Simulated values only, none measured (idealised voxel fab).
Name of the process module below: voxel double patterning
Pictured: cross-section cut, 265 nm wide, on a grid of 5 nm square cells.
Square cells in a grid make up a cross-section in this document, and the grid is given as bands, listed from the top down, each one or more rows of cells.
Within each band entry, the heights of the top and of the bottom of the band appear first, in that order and in nm; the materials of the band then follow from left to right, each with its corresponding width in nm. The designation "all across" on a single material indicates that it fills the band from edge to edge; the designation "empty" indicates empty space.
We count height from 0. Below that, the starting wafer is all one material. The lowest band never ends at the bottom but goes on down; see "0 -> down" for how that is written.
Width spec "30..40" -> top row of cells at first value, bottom row at second value, equal per-row change in between.
Step note "everything unchanged" = no cross-section cell changed.
So "Internal closed voids" is basically the list of trapped voids: any empty space of 8 cells or more that can't reach the top through an opening. They're written width x height at distance, the distance being from the left edge, and it's all nm.
If you see something after the settings on a step's line, that's the simulator's own remark about that step.
overlay nm, on a step with a mask: how far to the right of its planned place the mask lay; to the left if negative

THIS SECTION LISTS THE PROCESS STEPS THAT WERE PLANNED
1) RECEIVE with material Si
2) CONFORMAL_DEP with material SiO2, thk nm 5
3) DIRECTIONAL_DEP with material W, thk nm 15
4) DIRECTIONAL_DEP with material SiCN, thk nm 10
5) MASKED_ETCH with tone open, mask id FIRST, width nm 15, pitch nm 50, etch materials SiCN, depth nm 10, overlay nm 0
6) MASKED_ETCH with tone open, mask id SECOND, width nm 15, etch materials SiCN, depth nm 10, overlay nm 0
7) DIRECTIONAL_ETCH with etch materials W, depth nm 15
8) STRIP with etch materials SiCN

CROSS-SECTION, INCOMING MATERIAL, AFTER STEP 1
* 0 -> down | Si all across
* Internal closed voids: none

STARTING STRUCTURE AND PROCESS PLAN ARE AS SHOWN ABOVE, BUT ONE MISTAKE WAS MADE IN RUNNING THE MODULE; THE WAFER CROSS-SECTION AT THE END OF THE MODULE FOLLOWS
* 15 -> 5 | 100 W / 15 empty / 10 W / 15 empty / 10 W / 15 empty / 100 W
* 5 -> 0 | SiO2 all across
* 0 -> down | Si all across
* Internal closed voids: none
Deviation from plan: step 3 did not use the planned setting and instead ran as DIRECTIONAL_DEP with material W, thk nm 10
